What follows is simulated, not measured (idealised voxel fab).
The following process module bears the name voxel quadruple lines.
Square cell edge 5 nm, section width 215 nm, ID cut.
Think of the cross-section as a grid of square cells. We describe it in bands, top to bottom, and each band covers one or more rows of those cells.
Heights first: top, then bottom, in nm. Then materials, left to right, each with a width in nm. "everywhere" on a single material: fills the band edge to edge. "empty": empty space.
All heights in this document are referenced to 0, defined as the level beneath which the wafer, as received, consists entirely of one material. The lowest band is not bounded below; it extends indefinitely downward and is written in the form "top 0, no bottom".
The two numbers in a width such as "30 to 40" mark its ends across the band: the first belongs to the top row of cells, the second to the bottom row, and from each row to the next the width moves by the same amount.
No cell of the cross-section changed in a step that is given as "no modification".
"Unvented internal voids" lists enclosed empty spaces (at least 8 cells, no open path upward to the top), each as width x height at distance from the left edge, in nm.
Step line, after settings: the simulator's comment on this step.
The "overlay nm" setting may appear on a step's line; for a step that uses a mask, it gives how far to the right of its planned position the mask lay, and a negative value indicates the left.
Process steps foreseen in the plan
1,RECEIVE with material Si
2,CONFORMAL_DEP with material SiO2, thk nm 5
3,DIRECTIONAL_DEP with material TiN, thk nm 15
4,DIRECTIONAL_DEP with material polySi, thk nm 15
5,DIRECTIONAL_DEP with material aC, thk nm 25
6,PATTERN with tone cover, mask id MANDREL, material resist, width nm 35, thk nm 35, overlay nm 0
7,DIRECTIONAL_ETCH with etch materials aC, depth nm 25
8,STRIP with etch materials resist
9,CONFORMAL_DEP with material SiO2, thk nm 15
10,DIRECTIONAL_ETCH with etch materials SiO2, depth nm 15
11,STRIP with etch materials aC
12,DIRECTIONAL_ETCH with etch materials polySi, depth nm 15
13,STRIP with etch materials SiO2
14,CONFORMAL_DEP with material SiCN, thk nm 10
15,DIRECTIONAL_ETCH with etch materials SiCN, depth nm 10
16,STRIP with etch materials polySi
17,DIRECTIONAL_ETCH with etch materials TiN, depth nm 15
18,STRIP with etch materials SiCN
19,FILL_DEP with material lowk, thk nm 10
20,CMP with height nm 20
Cross-section of the wafer at receipt, which is the condition after step 1
    top 0, no bottom  Si everywhere
    Unvented internal voids: none
End-of-module cross-section of the first of two wafers, processed as planned
    top 20, bottom 5  65 of lowk | 10 of TiN | 15 of lowk | 10 of TiN | 15 of lowk | 10 of TiN | 15 of lowk | 10 of TiN | 65 of lowk
    top 5, bottom 0  SiO2 everywhere
    top 0, no bottom  Si everywhere
    Unvented internal voids: none
End-of-module cross-section of the second wafer: identical starting point and process plan to the first, with one processing mistake
    top 20, bottom 5  55 of lowk | 10 of TiN | 15 of lowk | 10 of TiN | 15 of lowk | 10 of TiN | 15 of lowk | 10 of TiN | 75 of lowk
    top 5, bottom 0  SiO2 everywhere
    top 0, no bottom  Si everywhere
    Unvented internal voids: none
Run error: step 6: run off-plan, actual operation and settings PATTERN with tone cover, mask id MANDREL, material resist, width nm 35, thk nm 35, overlay nm -10
End check, second vs first wafer: material counts in cells match, positions do not.
